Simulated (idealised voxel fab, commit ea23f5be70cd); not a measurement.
process module | voxel gate over fins
cross-section cut | 210 nm wide | cells 5 nm
A cross-section is a grid of square cells, given in bands from the top down. A band is one or more rows of cells.
Each band's line starts with the height of the band's top and of its bottom, in nm. Then come its materials from left to right, each with its width in nm. One material with "throughout" fills the band from edge to edge. "air" is empty space.
Height 0 is the level under which the wafer as received is all one material. The lowest band goes on downwards, as in "0 down".
A width such as "30 to 40" changes by the same amount from each row of cells to the next, from the band's top row to its bottom row.
"no change" after a step means that no cell of the cross-section changed.
closed voids: empty space of 8 cells or more with no open way to the top, each as width x height at its distance from the left edge, in nm
after a step's settings: what the simulator itself notes on the step
overlay nm, on a step with a mask: how far to the right of its planned place the mask lay; to the left if negative
plan
1 op RECEIVE | material Si
2 op CONFORMAL_DEP | material SiN | thk nm 10
3 op DIRECTIONAL_DEP | material aC | thk nm 10
4 op PATTERN | tone cover | mask id FINS | material resist | width nm 15 | pitch nm 55 | thk nm 30 | overlay nm 0
5 op DIRECTIONAL_ETCH | etch materials aC | depth nm 10
6 op STRIP | etch materials resist
7 op DIRECTIONAL_ETCH | etch materials SiN | depth nm 10
8 op DIRECTIONAL_ETCH | etch materials Si | depth nm 35
9 op STRIP | etch materials aC
10 op FILL_DEP | material SiO2 | thk nm 15
11 op CMP | height nm 10
12 op DIRECTIONAL_DEP | material aC | thk nm 10
13 op PATTERN | tone open | mask id RAIL | material resist | width nm 15 | thk nm 25 | overlay nm 0
14 op DIRECTIONAL_ETCH | etch materials aC | depth nm 10
15 op STRIP | etch materials resist
16 op DIRECTIONAL_ETCH | etch materials SiO2 | depth nm 40
17 op STRIP | etch materials aC
18 op CONFORMAL_DEP | material TiN | thk nm 5
19 op FILL_DEP | material W | thk nm 10
20 op CMP | height nm 10
21 op SELECTIVE_ETCH | etch materials W Ru TiN | depth nm 30
22 op FILL_DEP | material SiO2 | thk nm 5
23 op CMP | height nm 10
24 op SELECTIVE_ETCH | etch materials SiO2 | depth nm 20
25 op STRIP | etch materials SiN
26 op CONFORMAL_DEP | material HfO2 | thk nm 5
27 op CONFORMAL_DEP | material TiN | thk nm 5
28 op CONFORMAL_DEP | material TiAl | thk nm 5
29 op CONFORMAL_DEP | material TiN | thk nm 5
30 op FILL_DEP | material W | thk nm 15
31 op CMP | height nm 30
32 op CONFORMAL_DEP | material SiCN | thk nm 10
as received, after step 1
  0 down: Si throughout
  closed voids: none
a wafer at the end: this start, this plan, one mistake
  40 to 30: SiCN throughout
  30 to 20: W throughout
  20 to 15: W 20 | TiN 165 | W 25
  15 to 10: W 20 | TiN 5 | TiAl 45 | TiN 10 | TiAl 45 | TiN 10 | TiAl 45 | TiN 5 | W 25
  10 to 5: TiN 25 | TiAl 5 | TiN 35 | TiAl 5 | TiN 10 | TiAl 5 | TiN 35 | TiAl 5 | TiN 10 | TiAl 5 | TiN 35 | TiAl 5 | TiN 30
  5 to 0: TiAl 30 | TiN 5 | HfO2 25 | TiN 5 | TiAl 20 | TiN 5 | HfO2 25 | TiN 5 | TiAl 20 | TiN 5 | HfO2 25 | TiN 5 | TiAl 35
  0 to -5: TiN 35 | HfO2 5 | Si 15 | HfO2 5 | TiN 30 | HfO2 5 | Si 15 | HfO2 5 | TiN 30 | HfO2 5 | Si 15 | HfO2 5 | TiN 40
  -5 to -10: HfO2 40 | Si 15 | HfO2 40 | Si 15 | HfO2 40 | Si 15 | HfO2 45
  -10 to -20: SiO2 40 | Si 15 | SiO2 40 | Si 15 | SiO2 40 | Si 15 | SiO2 45
  -20 to -25: SiO2 40 | Si 15 | SiO2 10 | TiN 5 | W 5 | TiN 5 | SiO2 15 | Si 15 | SiO2 40 | Si 15 | SiO2 45
  -25 to -30: SiO2 40 | Si 15 | SiO2 10 | TiN 15 | SiO2 15 | Si 15 | SiO2 40 | Si 15 | SiO2 45
  -30 to -40: SiO2 40 | Si 15 | SiO2 40 | Si 15 | SiO2 40 | Si 15 | SiO2 45
  -40 down: Si throughout
  closed voids: none
what went wrong: step 8 ran as: op DIRECTIONAL_ETCH | etch materials Si | depth nm 40
